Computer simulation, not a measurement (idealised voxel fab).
You're looking at the process module voxel gate over fins.
In the cross-section labelled cut, the width is 145 nm and each square cell is 5 nm.
Think of the cross-section as a grid of square cells. We describe it in bands, top to bottom, and each band covers one or more rows of those cells.
Top, bottom (nm), then materials left to right with widths (nm); lone material tagged "edge to edge" fills the whole band edge to edge; "blank" = empty space.
A quick word on heights: they are counted from 0, and under that level the wafer as it came to us is one material throughout. The lowest band is different from the rest in having no bottom; it simply continues downward, written as in "0 -> down".
The two numbers in a width such as "30 to 40" mark its ends across the band: the first belongs to the top row of cells, the second to the bottom row, and from each row to the next the width moves by the same amount.
"everything unchanged", as given for a step, is the statement that not any cell of the cross-section underwent a change during that step.
"Enclosed cavities" contains a list of empty spaces, each no smaller than 8 cells and without an open way to the top, written in the form width x height at distance with the distance from the left edge and all three in nm.
That trailing text on a step's line, after the settings, is the simulator's own remark on the step.
"overlay nm" answers the question of how far to the right of plan the mask lay on a step that has a mask, and when it is negative the answer is to the left.
### Here's what the planned process steps look like
1: RECEIVE | material Si
2: CONFORMAL_DEP | material SiN | thk nm 10
3: PATTERN | tone cover | mask id FINS | material resist | width nm 15 | pitch nm 35 | thk nm 15 | overlay nm -15
4: DIRECTIONAL_ETCH | etch materials SiN | depth nm 10
5: DIRECTIONAL_ETCH | etch materials Si | depth nm 40
6: STRIP | etch materials resist
7: FILL_DEP | material SiO2 | thk nm 5
8: CMP | height nm 10
9: SELECTIVE_ETCH | etch materials SiO2 | depth nm 25
10: STRIP | etch materials SiN
11: CONFORMAL_DEP | material HfO2 | thk nm 5
12: CONFORMAL_DEP | material TiN | thk nm 5
13: CONFORMAL_DEP | material TiAl | thk nm 5
14: CONFORMAL_DEP | material TiN | thk nm 5
15: FILL_DEP | material W | thk nm 10
16: CMP | height nm 25
17: CONFORMAL_DEP | material SiCN | thk nm 5
Quick note for whoever runs this: the wafers start identical, but the overlay nm at step 3 isn't the same across them. The plan just shows what the first wafer had.
### Cross-section, first of several wafers, as delivered after step 1
  0 -> down = Si edge to edge
  Enclosed cavities: none
### each wafer at the end: cells of each material gained (+) or lost (-) since it was received, then its closed voids
overlay nm -15, +41 HfO2, -184 Si, +29 SiCN, +115 SiO2, +35 TiAl, +76 TiN, +62 W, Enclosed cavities: none
overlay nm -10, +41 HfO2, -184 Si, +29 SiCN, +115 SiO2, +35 TiAl, +76 TiN, +62 W, Enclosed cavities: none
overlay nm -5, +41 HfO2, -184 Si, +29 SiCN, +115 SiO2, +35 TiAl, +76 TiN, +62 W, Enclosed cavities: none
overlay nm 0, +41 HfO2, -184 Si, +29 SiCN, +115 SiO2, +35 TiAl, +76 TiN, +62 W, Enclosed cavities: none
overlay nm 5, +41 HfO2, -184 Si, +29 SiCN, +115 SiO2, +35 TiAl, +76 TiN, +62 W, Enclosed cavities: none
overlay nm 10, +41 HfO2, -184 Si, +29 SiCN, +115 SiO2, +35 TiAl, +76 TiN, +62 W, Enclosed cavities: none
overlay nm 15, +41 HfO2, -184 Si, +29 SiCN, +115 SiO2, +35 TiAl, +76 TiN, +62 W, Enclosed cavities: none
